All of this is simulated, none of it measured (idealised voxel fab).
The process module presented herein is designated voxel transistor to metal.
Cross-sectional view cut (width: 285 nm; square cell size: 5 nm).
We lay out every cross-section as a grid of square cells and spell it out in bands from the top down, where one band means one or more rows of cells. Look at the band entry: it leads with the top's height and the bottom's height in nm. Then it lists the materials left to right, with a width in nm for each. The word "throughout" on a single material says that material fills the band edge to edge. The word "empty" is empty space. Convention: height 0 is the level below which the wafer, as received, is all one material. The lowest band does not terminate at the bottom but continues downward, represented as "z 0 and below". The width entry "30->40" should be interpreted row by row: the top row of cells in the band takes the first number, the bottom row takes the second number, and the change between adjacent rows is uniform throughout. Basically "no modification" means that step didn't change any cell in the cross-section. In the "Closed empty spaces" entry, you get each enclosed empty space of 8 cells or more, one with no open way to the top, written width x height at distance, distance from the left edge, in nm. On a step's line, text after the settings is the simulator commenting on that step. The "overlay nm" setting may appear on a step's line; for a step that uses a mask, it gives how far to the right of its planned position the mask lay, and a negative value indicates the left.

The steps planned for the process are as follows
1: RECEIVE: material Si
2: OXIDIZE: depth nm 5
3: CONFORMAL_DEP: material SiN, thk nm 15
4: MASKED_ETCH: tone cover, mask id ACTIVE, width nm 115, pitch nm 140, etch materials SiN, depth nm 15, overlay nm 0
5: MASKED_ETCH: tone cover, mask id ACTIVE, width nm 115, pitch nm 140, etch materials SiO2, depth nm 5, overlay nm 0
6: MASKED_ETCH: tone cover, mask id ACTIVE, width nm 115, pitch nm 140, etch materials Si, depth nm 30, overlay nm 0
7: OXIDIZE: depth nm 5
8: FILL_DEP: material SiO2, thk nm 5
9: CMP: height nm 15
10: SELECTIVE_ETCH: etch materials SiO2, depth nm 5
11: STRIP: etch materials SiN
12: SELECTIVE_ETCH: etch materials SiO2, depth nm 5
13: OXIDIZE: depth nm 5
14: DIRECTIONAL_DEP: material polySi, thk nm 20
15: DIRECTIONAL_DEP: material SiCN, thk nm 10
16: DIRECTIONAL_DEP: material aC, thk nm 15
17: PATTERN: tone cover, mask id GATE, material resist, width nm 25, pitch nm 140, thk nm 30, overlay nm 0
18: DIRECTIONAL_ETCH: etch materials aC, depth nm 15
19: STRIP: etch materials resist
20: DIRECTIONAL_ETCH: etch materials SiCN, depth nm 20
21: DIRECTIONAL_ETCH: etch materials polySi, depth nm 30
22: STRIP: etch materials aC
23: CONFORMAL_DEP: material SiN, thk nm 10
24: DIRECTIONAL_ETCH: etch materials SiN, depth nm 10
25: DIRECTIONAL_ETCH: etch materials SiO2, depth nm 5
26: DIRECTIONAL_ETCH: etch materials Si, depth nm 15
27: EPI: material SiGe, thk nm 15
28: FILL_DEP: material SiO2, thk nm 5
29: CMP: height nm 15
30: STRIP: etch materials polySi
31: SELECTIVE_ETCH: etch materials SiO2, depth nm 5
32: CONFORMAL_DEP: material HfO2, thk nm 5
33: CONFORMAL_DEP: material TiN, thk nm 5
34: FILL_DEP: material W, thk nm 5
35: CMP: height nm 10
36: DIRECTIONAL_DEP: material SiO2, thk nm 15
37: MASKED_ETCH: tone open, mask id CONTACT, width nm 20, etch materials SiO2, depth nm 35, overlay nm 0
38: CONFORMAL_DEP: material TiN, thk nm 5
39: FILL_DEP: material Ru, thk nm 5
40: CMP: height nm 25
41: CONFORMAL_DEP: material SiCN, thk nm 5
42: DIRECTIONAL_DEP: material SiO2, thk nm 25
43: DIRECTIONAL_DEP: material aC, thk nm 10
44: PATTERN: tone open, mask id METAL_1, material resist, width nm 20, thk nm 30, overlay nm 0
45: DIRECTIONAL_ETCH: etch materials aC, depth nm 10
46: STRIP: etch materials resist
47: DIRECTIONAL_ETCH: etch materials SiO2, depth nm 25
48: DIRECTIONAL_ETCH: etch materials SiCN, depth nm 5
49: STRIP: etch materials aC
50: CONFORMAL_DEP: material TiN, thk nm 5
51: FILL_DEP: material W, thk nm 5
52: CMP: height nm 55
53: CONFORMAL_DEP: material SiCN, thk nm 5
54: DIRECTIONAL_DEP: material SiO2, thk nm 25
55: MASKED_ETCH: tone open, mask id METAL_2_HOLES, width nm 15, pitch nm 140, etch materials SiO2, depth nm 25, overlay nm 0
56: DIRECTIONAL_DEP: material aC, thk nm 10
57: PATTERN: tone open, mask id METAL_2, material resist, width nm 20, pitch nm 140, thk nm 25, overlay nm 0
58: DIRECTIONAL_ETCH: etch materials aC, depth nm 10
59: STRIP: etch materials resist
60: DIRECTIONAL_ETCH: etch materials SiO2, depth nm 15
61: DIRECTIONAL_ETCH: etch materials SiCN, depth nm 5
62: STRIP: etch materials aC
63: CONFORMAL_DEP: material TiN, thk nm 5
64: FILL_DEP: material Cu, thk nm 5
65: CMP: height nm 85
66: CONFORMAL_DEP: material SiCN, thk nm 5

Cross-section of the incoming wafer, state after step 1
	z 0 and below = Si throughout
	Closed empty spaces: none

Post-module cross-section: identical start and plan to those above, one misstep in execution
	z 90 to 85 = SiCN throughout
	z 85 to 75 = SiO2 20  TiN 5  Cu 10  TiN 5  SiO2 120  TiN 5  Cu 10  TiN 5  SiO2 105
	z 75 to 70 = SiO2 20  TiN 5  Cu 5  TiN 10  SiO2 120  TiN 5  Cu 5  TiN 10  SiO2 105
	z 70 to 60 = SiO2 20  TiN 5  Cu 5  TiN 5  SiO2 125  TiN 5  Cu 5  TiN 5  SiO2 110
	z 60 to 55 = SiCN 20  TiN 15  SiCN 125  TiN 15  SiCN 110
	z 55 to 30 = SiO2 20  TiN 5  W 10  TiN 5  SiO2 65  TiN 5  W 10  TiN 5  SiO2 35  TiN 5  W 10  TiN 5  SiO2 65  TiN 5  W 10  TiN 5  SiO2 20
	z 30 to 25 = SiCN 20  TiN 20  SiCN 65  TiN 20  SiCN 35  TiN 20  SiCN 65  TiN 20  SiCN 20
	z 25 to 10 = SiO2 20  TiN 5  Ru 10  TiN 5  SiO2 65  TiN 5  Ru 10  TiN 5  SiO2 35  TiN 5  Ru 10  TiN 5  SiO2 65  TiN 5  Ru 10  TiN 5  SiO2 20
	z 10 to 5 = SiO2 20  TiN 5  Ru 5  TiN 10  SiO2 10  SiN 10  TiN 5  W 15  TiN 5  SiN 10  SiO2 10  TiN 10  Ru 5  TiN 5  SiO2 35  TiN 5  Ru 5  TiN 10  SiO2 10  SiN 10  TiN 5  W 15  TiN 5  SiN 10  SiO2 10  TiN 10  Ru 5  TiN 5  SiO2 20
	z 5 to -5 = SiO2 10  SiN 10  TiN 5  Ru 5  TiN 5  SiGe 15  SiN 10  TiN 5  W 15  TiN 5  SiN 10  SiGe 15  TiN 5  Ru 5  TiN 5  SiN 10  SiO2 15  SiN 10  TiN 5  Ru 5  TiN 5  SiGe 15  SiN 10  TiN 5  W 15  TiN 5  SiN 10  SiGe 15  TiN 5  Ru 5  TiN 5  SiN 10  SiO2 10
	z -5 to -10 = SiO2 20  TiN 15  SiGe 15  SiO2 5  TiN 35  SiO2 5  SiGe 15  TiN 15  SiO2 35  TiN 15  SiGe 15  SiO2 5  TiN 35  SiO2 5  SiGe 15  TiN 15  SiO2 20
	z -10 to -25 = SiO2 20  SiGe 30  Si 45  SiGe 30  SiO2 35  SiGe 30  Si 45  SiGe 30  SiO2 20
	z -25 to -40 = SiO2 20  Si 105  SiO2 35  Si 105  SiO2 20
	z -40 and below = Si throughout
	Closed empty spaces: none
Want to know what went wrong? step 32 of the plan was excluded from execution and never run
